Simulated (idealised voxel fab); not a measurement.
process module | voxel gate over fins
cross-section cut | 140 nm wide | cells 5 nm
A cross-section is a grid of square cells, given in bands from the top down. A band is one or more rows of cells.
Each band's line starts with the height of the band's top and of its bottom, in nm. Then come its materials from left to right, each with its width in nm. One material with "throughout" fills the band from edge to edge. "air" is empty space.
Height 0 is the level under which the wafer as received is all one material. The lowest band goes on downwards, as in "0 down".
A width such as "30 to 40" changes by the same amount from each row of cells to the next, from the band's top row to its bottom row.
"no change" after a step means that no cell of the cross-section changed.
closed voids: empty space of 8 cells or more with no open way to the top, each as width x height at its distance from the left edge, in nm
after a step's settings: what the simulator itself notes on the step
overlay nm, on a step with a mask: how far to the right of its planned place the mask lay; to the left if negative
plan
1 op RECEIVE | material Si
2 op CONFORMAL_DEP | material SiN | thk nm 5
3 op DIRECTIONAL_DEP | material aC | thk nm 15
4 op PATTERN | tone cover | mask id FINS | material resist | width nm 15 | pitch nm 45 | thk nm 30 | overlay nm 0
5 op DIRECTIONAL_ETCH | etch materials aC | depth nm 15
6 op STRIP | etch materials resist
7 op DIRECTIONAL_ETCH | etch materials SiN | depth nm 5
8 op DIRECTIONAL_ETCH | etch materials Si | depth nm 40
9 op STRIP | etch materials aC
10 op FILL_DEP | material SiO2 | thk nm 15
11 op CMP | height nm 5
12 op SELECTIVE_ETCH | etch materials SiO2 | depth nm 20
13 op STRIP | etch materials SiN
14 op CONFORMAL_DEP | material HfO2 | thk nm 5
15 op CONFORMAL_DEP | material TiN | thk nm 5
16 op FILL_DEP | material W | thk nm 10
17 op CMP | height nm 15
18 op CONFORMAL_DEP | material SiCN | thk nm 5
as received, after step 1
  0 down: Si throughout
  closed voids: none
first wafer at the end, as planned
  20 to 15: SiCN throughout
  15 to 10: W throughout
  10 to 5: W 30 | TiN 35 | W 10 | TiN 35 | W 30
  5 to 0: W 30 | TiN 5 | HfO2 25 | TiN 5 | W 10 | TiN 5 | HfO2 25 | TiN 5 | W 30
  0 to -5: W 30 | TiN 5 | HfO2 5 | Si 15 | HfO2 5 | TiN 5 | W 10 | TiN 5 | HfO2 5 | Si 15 | HfO2 5 | TiN 5 | W 30
  -5 to -10: TiN 35 | HfO2 5 | Si 15 | HfO2 5 | TiN 20 | HfO2 5 | Si 15 | HfO2 5 | TiN 35
  -10 to -15: HfO2 40 | Si 15 | HfO2 30 | Si 15 | HfO2 40
  -15 to -40: SiO2 40 | Si 15 | SiO2 30 | Si 15 | SiO2 40
  -40 down: Si throughout
  closed voids: none
second wafer at the end: like start, like plan, one mistake
  20 to 15: SiCN throughout
  15 to 10: W throughout
  10 to 5: TiN throughout
  5 to 0: HfO2 45 | TiN 5 | HfO2 40 | TiN 5 | HfO2 45
  0 to -10: Si 40 | HfO2 5 | TiN 5 | HfO2 5 | Si 30 | HfO2 5 | TiN 5 | HfO2 5 | Si 40
  -10 to -15: Si 40 | HfO2 15 | Si 30 | HfO2 15 | Si 40
  -15 to -40: Si 40 | SiO2 15 | Si 30 | SiO2 15 | Si 40
  -40 down: Si throughout
  closed voids: none
what went wrong: step 4 ran as: op PATTERN | tone open | mask id FINS | material resist | width nm 15 | pitch nm 45 | thk nm 30 | overlay nm 0
at the end the second wafer has, in cells: 128 more of Si | 80 fewer of SiO2 | 6 fewer of TiN | 42 fewer of W
